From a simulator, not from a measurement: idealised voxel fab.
process module | voxel self aligned vias
cross-section cut | 300 nm wide | cells 5 nm
A cross-section is a grid of square cells, given in bands from the top down. A band is one or more rows of cells.
Each band's line starts with the height of the band's top and of its bottom, in nm. Then come its materials from left to right, each with its width in nm. One material with "throughout" fills the band from edge to edge. "air" is empty space.
Height 0 is the level under which the wafer as received is all one material. The lowest band goes on downwards, as in "0 down".
A width such as "30 to 40" changes by the same amount from each row of cells to the next, from the band's top row to its bottom row.
"no change" after a step means that no cell of the cross-section changed.
closed voids: empty space of 8 cells or more with no open way to the top, each as width x height at its distance from the left edge, in nm
after a step's settings: what the simulator itself notes on the step
overlay nm, on a step with a mask: how far to the right of its planned place the mask lay; to the left if negative
plan
1 op RECEIVE | material Si
2 op CONFORMAL_DEP | material SiO2 | thk nm 15
3 op CONFORMAL_DEP | material SiCN | thk nm 5
4 op DIRECTIONAL_DEP | material lowk | thk nm 20
5 op DIRECTIONAL_DEP | material aC | thk nm 10
6 op PATTERN | tone open | mask id LINES | material resist | width nm 20 | pitch nm 60 | thk nm 30 | overlay nm 0
7 op DIRECTIONAL_ETCH | etch materials aC | depth nm 10
8 op STRIP | etch materials resist
9 op DIRECTIONAL_ETCH | etch materials lowk | depth nm 20
10 op STRIP | etch materials aC
11 op CONFORMAL_DEP | material TiN | thk nm 5
12 op FILL_DEP | material W | thk nm 5
13 op CMP | height nm 40
14 op SELECTIVE_ETCH | etch materials W Ru TiN | depth nm 10
15 op FILL_DEP | material SiN | thk nm 10
16 op CMP | height nm 40
17 op DIRECTIONAL_DEP | material lowk | thk nm 15
18 op PATTERN | tone open | mask id VIAS | material resist | width nm 40 | pitch nm 60 | thk nm 20 | overlay nm 0
19 op DIRECTIONAL_ETCH | etch materials lowk | depth nm 15
20 op DIRECTIONAL_ETCH | etch materials SiN | depth nm 10
21 op STRIP | etch materials resist
22 op CONFORMAL_DEP | material TiN | thk nm 5
23 op FILL_DEP | material W | thk nm 5
24 op CMP | height nm 55
25 op CONFORMAL_DEP | material SiN | thk nm 5
first wafer, as planned
as received, after step 1
  0 down: Si throughout
  closed voids: none
after step 2
  15 to 0: SiO2 throughout
  below 0: unchanged
after step 3
  20 to 15: SiCN throughout
  below 15: unchanged
after step 4
  40 to 20: lowk throughout
  below 20: unchanged
after step 5
  50 to 40: aC throughout
  below 40: unchanged
after step 6
  80 to 50: resist 110 | air 20 | resist 40 | air 20 | resist 110
  below 50: unchanged
after step 7
  70 to 50: resist 110 | air 20 | resist 40 | air 20 | resist 110
  50 to 40: aC 110 | air 20 | aC 40 | air 20 | aC 110
  below 40: unchanged
after step 8
  50 to 40: aC 110 | air 20 | aC 40 | air 20 | aC 110
  below 40: unchanged
after step 9
  50 to 40: aC 110 | air 20 | aC 40 | air 20 | aC 110
  40 to 20: lowk 110 | air 20 | lowk 40 | air 20 | lowk 110
  below 20: unchanged
after step 10
  40 to 20: lowk 110 | air 20 | lowk 40 | air 20 | lowk 110
  below 20: unchanged
after step 11
  45 to 40: TiN 115 | air 10 | TiN 50 | air 10 | TiN 115
  40 to 25: lowk 110 | TiN 5 | air 10 | TiN 5 | lowk 40 | TiN 5 | air 10 | TiN 5 | lowk 110
  25 to 20: lowk 110 | TiN 20 | lowk 40 | TiN 20 | lowk 110
  below 20: unchanged
after step 12
  50 to 45: W throughout
  45 to 40: TiN 115 | W 10 | TiN 50 | W 10 | TiN 115
  40 to 25: lowk 110 | TiN 5 | W 10 | TiN 5 | lowk 40 | TiN 5 | W 10 | TiN 5 | lowk 110
  below 25: unchanged
after step 13
  40 to 25: lowk 110 | TiN 5 | W 10 | TiN 5 | lowk 40 | TiN 5 | W 10 | TiN 5 | lowk 110
  below 25: unchanged
after step 14
  40 to 30: lowk 110 | air 20 | lowk 40 | air 20 | lowk 110
  below 30: unchanged
after step 15
  50 to 40: SiN throughout
  40 to 30: lowk 110 | SiN 20 | lowk 40 | SiN 20 | lowk 110
  below 30: unchanged
after step 16
  40 to 30: lowk 110 | SiN 20 | lowk 40 | SiN 20 | lowk 110
  below 30: unchanged
after step 17
  55 to 40: lowk throughout
  below 40: unchanged
after step 18
  75 to 55: resist 100 | air 40 | resist 20 | air 40 | resist 100
  below 55: unchanged
after step 19
  75 to 55: resist 100 | air 40 | resist 20 | air 40 | resist 100
  55 to 40: lowk 100 | air 40 | lowk 20 | air 40 | lowk 100
  below 40: unchanged
after step 20
  75 to 55: resist 100 | air 40 | resist 20 | air 40 | resist 100
  55 to 40: lowk 100 | air 40 | lowk 20 | air 40 | lowk 100
  40 to 30: lowk 110 | air 20 | lowk 40 | air 20 | lowk 110
  below 30: unchanged
after step 21
  55 to 40: lowk 100 | air 40 | lowk 20 | air 40 | lowk 100
  below 40: unchanged
after step 22
  60 to 55: TiN 105 | air 30 | TiN 30 | air 30 | TiN 105
  55 to 45: lowk 100 | TiN 5 | air 30 | TiN 5 | lowk 20 | TiN 5 | air 30 | TiN 5 | lowk 100
  45 to 35: lowk 100 to 110 | TiN 15 to 5 | air 10 | TiN 15 to 5 | lowk 20 to 40 | TiN 15 to 5 | air 10 | TiN 15 to 5 | lowk 100 to 110
  35 to 30: lowk 110 | TiN 20 | lowk 40 | TiN 20 | lowk 110
  below 30: unchanged
after step 23
  65 to 60: W throughout
  60 to 55: TiN 105 | W 30 | TiN 30 | W 30 | TiN 105
  55 to 45: lowk 100 | TiN 5 | W 30 | TiN 5 | lowk 20 | TiN 5 | W 30 | TiN 5 | lowk 100
  45 to 35: lowk 100 to 110 | TiN 15 to 5 | W 10 | TiN 15 to 5 | lowk 20 to 40 | TiN 15 to 5 | W 10 | TiN 15 to 5 | lowk 100 to 110
  below 35: unchanged
after step 24
  55 to 45: lowk 100 | TiN 5 | W 30 | TiN 5 | lowk 20 | TiN 5 | W 30 | TiN 5 | lowk 100
  below 45: unchanged
after step 25
  60 to 55: SiN throughout
  below 55: unchanged
second wafer: like start, like plan, one mistake. Through step 1 it matches the first wafer
when step 2 should have ended
  5 to 0: SiCN throughout
  below 0: unchanged
when step 3 should have ended
  20 to 5: SiO2 throughout
  below 5: unchanged
when step 4 should have ended
  40 to 20: lowk throughout
  below 20: unchanged
when step 5 should have ended
  50 to 40: aC throughout
  below 40: unchanged
when step 6 should have ended
  80 to 50: resist 110 | air 20 | resist 40 | air 20 | resist 110
  below 50: unchanged
when step 7 should have ended
  70 to 50: resist 110 | air 20 | resist 40 | air 20 | resist 110
  50 to 40: aC 110 | air 20 | aC 40 | air 20 | aC 110
  below 40: unchanged
when step 8 should have ended
  50 to 40: aC 110 | air 20 | aC 40 | air 20 | aC 110
  below 40: unchanged
when step 9 should have ended
  50 to 40: aC 110 | air 20 | aC 40 | air 20 | aC 110
  40 to 20: lowk 110 | air 20 | lowk 40 | air 20 | lowk 110
  below 20: unchanged
when step 10 should have ended
  40 to 20: lowk 110 | air 20 | lowk 40 | air 20 | lowk 110
  below 20: unchanged
when step 11 should have ended
  45 to 40: TiN 115 | air 10 | TiN 50 | air 10 | TiN 115
  40 to 25: lowk 110 | TiN 5 | air 10 | TiN 5 | lowk 40 | TiN 5 | air 10 | TiN 5 | lowk 110
  25 to 20: lowk 110 | TiN 20 | lowk 40 | TiN 20 | lowk 110
  below 20: unchanged
when step 12 should have ended
  50 to 45: W throughout
  45 to 40: TiN 115 | W 10 | TiN 50 | W 10 | TiN 115
  40 to 25: lowk 110 | TiN 5 | W 10 | TiN 5 | lowk 40 | TiN 5 | W 10 | TiN 5 | lowk 110
  below 25: unchanged
when step 13 should have ended
  40 to 25: lowk 110 | TiN 5 | W 10 | TiN 5 | lowk 40 | TiN 5 | W 10 | TiN 5 | lowk 110
  below 25: unchanged
when step 14 should have ended
  40 to 30: lowk 110 | air 20 | lowk 40 | air 20 | lowk 110
  below 30: unchanged
when step 15 should have ended
  50 to 40: SiN throughout
  40 to 30: lowk 110 | SiN 20 | lowk 40 | SiN 20 | lowk 110
  below 30: unchanged
when step 16 should have ended
  40 to 30: lowk 110 | SiN 20 | lowk 40 | SiN 20 | lowk 110
  below 30: unchanged
when step 17 should have ended
  55 to 40: lowk throughout
  below 40: unchanged
when step 18 should have ended
  75 to 55: resist 100 | air 40 | resist 20 | air 40 | resist 100
  below 55: unchanged
when step 19 should have ended
  75 to 55: resist 100 | air 40 | resist 20 | air 40 | resist 100
  55 to 40: lowk 100 | air 40 | lowk 20 | air 40 | lowk 100
  below 40: unchanged
when step 20 should have ended
  75 to 55: resist 100 | air 40 | resist 20 | air 40 | resist 100
  55 to 40: lowk 100 | air 40 | lowk 20 | air 40 | lowk 100
  40 to 30: lowk 110 | air 20 | lowk 40 | air 20 | lowk 110
  below 30: unchanged
when step 21 should have ended
  55 to 40: lowk 100 | air 40 | lowk 20 | air 40 | lowk 100
  below 40: unchanged
when step 22 should have ended
  60 to 55: TiN 105 | air 30 | TiN 30 | air 30 | TiN 105
  55 to 45: lowk 100 | TiN 5 | air 30 | TiN 5 | lowk 20 | TiN 5 | air 30 | TiN 5 | lowk 100
  45 to 35: lowk 100 to 110 | TiN 15 to 5 | air 10 | TiN 15 to 5 | lowk 20 to 40 | TiN 15 to 5 | air 10 | TiN 15 to 5 | lowk 100 to 110
  35 to 30: lowk 110 | TiN 20 | lowk 40 | TiN 20 | lowk 110
  below 30: unchanged
when step 23 should have ended
  65 to 60: W throughout
  60 to 55: TiN 105 | W 30 | TiN 30 | W 30 | TiN 105
  55 to 45: lowk 100 | TiN 5 | W 30 | TiN 5 | lowk 20 | TiN 5 | W 30 | TiN 5 | lowk 100
  45 to 35: lowk 100 to 110 | TiN 15 to 5 | W 10 | TiN 15 to 5 | lowk 20 to 40 | TiN 15 to 5 | W 10 | TiN 15 to 5 | lowk 100 to 110
  below 35: unchanged
when step 24 should have ended
  55 to 45: lowk 100 | TiN 5 | W 30 | TiN 5 | lowk 20 | TiN 5 | W 30 | TiN 5 | lowk 100
  below 45: unchanged
when step 25 should have ended
  60 to 55: SiN throughout
  below 55: unchanged
what went wrong: steps 2 and 3 were swapped
at the end the second wafer has, in cells: as many of each material as the first, in other places
